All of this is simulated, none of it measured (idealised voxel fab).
The document below concerns the process module designated voxel gate over fins.
Shown is cross-section cut, with a width of 275 nm and square cells of size 5 nm.
Think of the cross-section as a grid of square cells. We describe it in bands, top to bottom, and each band covers one or more rows of those cells.
The entry gives the band's vertical extent as a top height and a bottom height in nm, then its horizontal make-up as materials from left to right, each with a width in nm. "blank" stands for empty space; a single material marked "all across" fills the band edge to edge.
Beneath 0, the wafer as received is one material, and that level is where height counting begins. The lowest band goes on downward without a bottom; it is written like "0 down".
The expression "30 to 40" gives the width at the extremes of the band, the first number at its top row of cells and the second at its bottom row, with the width changing by equal amounts from each row to the next in between.
Basically "nothing got changed" means that step didn't change any cell in the cross-section.
What "Closed void table" gives you is every empty space of 8 cells or more that is cut off from the top. Each appears as width x height at distance, with the distance taken from the left edge and width, height and distance all in nm.
Note: text after step settings on the step line = simulator remark on that step.
overlay nm: on a step with a mask, how far right of its planned place the mask lay; negative means left.

# Intended process steps
1) RECEIVE [material Si]
2) CONFORMAL_DEP [material SiN] [thk nm 10]
3) MASKED_ETCH [tone cover] [mask id FINS] [width nm 15] [pitch nm 35] [etch materials SiN] [depth nm 10] [overlay nm 0]
4) MASKED_ETCH [tone cover] [mask id FINS] [width nm 15] [pitch nm 35] [etch materials Si] [depth nm 40] [overlay nm 0]
5) FILL_DEP [material SiO2] [thk nm 5]
6) CMP [height nm 10]
7) SELECTIVE_ETCH [etch materials SiO2] [depth nm 20]
8) STRIP [etch materials SiN]
9) CONFORMAL_DEP [material HfO2] [thk nm 5]
10) CONFORMAL_DEP [material TiN] [thk nm 5]
11) FILL_DEP [material W] [thk nm 10]
12) CMP [height nm 15]
13) CONFORMAL_DEP [material SiCN] [thk nm 10]

# As-received state of the wafer in cross-section, equivalent to post-step 1
> 0 down | Si all across
> Closed void table: none

# This is how the wafer looks in cross-section once the module is done, given the starting state and plan above and one mistake in carrying the plan out
> 25 to 15 | SiCN all across
> 15 to 10 | W all across
> 10 to 5 | W=85 | SiO2=105 | W=85
> 5 to 0 | W=85 | SiO2=5 | HfO2=25 | SiO2=10 | HfO2=25 | SiO2=10 | HfO2=25 | SiO2=5 | W=85
> 0 to -5 | SiO2=90 | HfO2=5 | Si=15 | HfO2=5 | SiO2=10 | HfO2=5 | Si=15 | HfO2=5 | SiO2=10 | HfO2=5 | Si=15 | HfO2=5 | SiO2=90
> -5 to -10 | HfO2=95 | Si=15 | HfO2=20 | Si=15 | HfO2=20 | Si=15 | HfO2=95
> -10 to -40 | SiO2=95 | Si=15 | SiO2=20 | Si=15 | SiO2=20 | Si=15 | SiO2=95
> -40 down | Si all across
> Closed void table: none
Where did the run depart from the plan? contrary to plan, step 10 was performed as CONFORMAL_DEP [material SiO2] [thk nm 5]
